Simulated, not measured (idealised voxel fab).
process module | voxel wiring stack
cross-section cut | 215 nm wide | cells 5 nm
A cross-section is a grid of square cells, given in bands from the top down. A band is one or more rows of cells.
Each band's line starts with the height of the band's top and of its bottom, in nm. Then come its materials from left to right, each with its width in nm. One material with "throughout" fills the band from edge to edge. "air" is empty space.
Height 0 is the level under which the wafer as received is all one material. The lowest band goes on downwards, as in "0 down".
A width such as "30 to 40" changes by the same amount from each row of cells to the next, from the band's top row to its bottom row.
"no change" after a step means that no cell of the cross-section changed.
closed voids: empty space of 8 cells or more with no open way to the top, each as width x height at its distance from the left edge, in nm
after a step's settings: what the simulator itself notes on the step
overlay nm, on a step with a mask: how far to the right of its planned place the mask lay; to the left if negative
plan
1 op RECEIVE | material Si
2 op CONFORMAL_DEP | material SiO2 | thk nm 15
3 op DIRECTIONAL_DEP | material TiN | thk nm 5
4 op DIRECTIONAL_DEP | material W | thk nm 25
5 op PATTERN | tone cover | mask id METAL_1 | material resist | width nm 25 | pitch nm 40 | thk nm 15 | overlay nm 0
6 op DIRECTIONAL_ETCH | etch materials W | depth nm 25
7 op DIRECTIONAL_ETCH | etch materials TiN | depth nm 5
8 op STRIP | etch materials resist
9 op FILL_DEP | material lowk | thk nm 10
10 op CMP | height nm 45
11 op CONFORMAL_DEP | material SiCN | thk nm 5
12 op DIRECTIONAL_DEP | material SiO2 | thk nm 30
13 op DIRECTIONAL_DEP | material aC | thk nm 10
14 op PATTERN | tone open | mask id METAL_2 | material resist | width nm 25 | pitch nm 40 | thk nm 25 | overlay nm 0
15 op DIRECTIONAL_ETCH | etch materials aC | depth nm 10
16 op STRIP | etch materials resist
17 op DIRECTIONAL_ETCH | etch materials SiO2 | depth nm 15
18 op STRIP | etch materials aC
19 op MASKED_ETCH | tone open | mask id METAL_2_HOLES | width nm 15 | pitch nm 40 | etch materials SiO2 | depth nm 15 | overlay nm 0
20 op MASKED_ETCH | tone open | mask id METAL_2_HOLES | width nm 15 | pitch nm 40 | etch materials SiCN | depth nm 5 | overlay nm 0
21 op CONFORMAL_DEP | material TiN | thk nm 5
22 op FILL_DEP | material Cu | thk nm 10
23 op CMP | height nm 80
24 op CONFORMAL_DEP | material SiN | thk nm 5
as received, after step 1
  0 down: Si throughout
  closed voids: none
first wafer at the end, as planned
  85 to 80: SiN throughout
  80 to 70: SiO2 35 | TiN 5 | Cu 15 | TiN 5 | SiO2 15 | TiN 5 | Cu 15 | TiN 5 | SiO2 15 | TiN 5 | Cu 15 | TiN 5 | SiO2 15 | TiN 5 | Cu 15 | TiN 5 | SiO2 35
  70 to 65: SiO2 35 | TiN 5 | Cu 5 | TiN 15 | SiO2 15 | TiN 5 | Cu 5 | TiN 15 | SiO2 15 | TiN 5 | Cu 5 | TiN 15 | SiO2 15 | TiN 5 | Cu 5 | TiN 15 | SiO2 35
  65 to 50: SiO2 35 | TiN 5 | Cu 5 | TiN 5 | SiO2 25 | TiN 5 | Cu 5 | TiN 5 | SiO2 25 | TiN 5 | Cu 5 | TiN 5 | SiO2 25 | TiN 5 | Cu 5 | TiN 5 | SiO2 45
  50 to 45: SiCN 35 | TiN 15 | SiCN 25 | TiN 15 | SiCN 25 | TiN 15 | SiCN 25 | TiN 15 | SiCN 45
  45 to 20: lowk 35 | W 25 | lowk 15 | W 25 | lowk 15 | W 25 | lowk 15 | W 25 | lowk 35
  20 to 15: lowk 35 | TiN 25 | lowk 15 | TiN 25 | lowk 15 | TiN 25 | lowk 15 | TiN 25 | lowk 35
  15 to 0: SiO2 throughout
  0 down: Si throughout
  closed voids: none
second wafer at the end: like start, like plan, one mistake
  85 to 80: SiN throughout
  80 to 70: SiO2 35 | TiN 5 | Cu 15 | TiN 5 | SiO2 15 | TiN 5 | Cu 15 | TiN 5 | SiO2 15 | TiN 5 | Cu 15 | TiN 5 | SiO2 15 | TiN 5 | Cu 15 | TiN 5 | SiO2 35
  70 to 65: SiO2 35 | TiN 5 | Cu 5 | TiN 15 | SiO2 15 | TiN 5 | Cu 5 | TiN 15 | SiO2 15 | TiN 5 | Cu 5 | TiN 15 | SiO2 15 | TiN 5 | Cu 5 | TiN 15 | SiO2 35
  65 to 50: SiO2 35 | TiN 5 | Cu 5 | TiN 5 | SiO2 25 | TiN 5 | Cu 5 | TiN 5 | SiO2 25 | TiN 5 | Cu 5 | TiN 5 | SiO2 25 | TiN 5 | Cu 5 | TiN 5 | SiO2 45
  50 to 45: SiCN 35 | TiN 15 | SiCN 25 | TiN 15 | SiCN 25 | TiN 15 | SiCN 25 | TiN 15 | SiCN 45
  45 to 40: lowk throughout
  40 to 15: lowk 35 | W 25 | lowk 15 | W 25 | lowk 15 | W 25 | lowk 15 | W 25 | lowk 35
  15 to 0: SiO2 throughout
  0 down: Si throughout
  closed voids: none
what went wrong: step 3 was left out
at the end the second wafer has, in cells: 20 fewer of TiN | 20 more of lowk
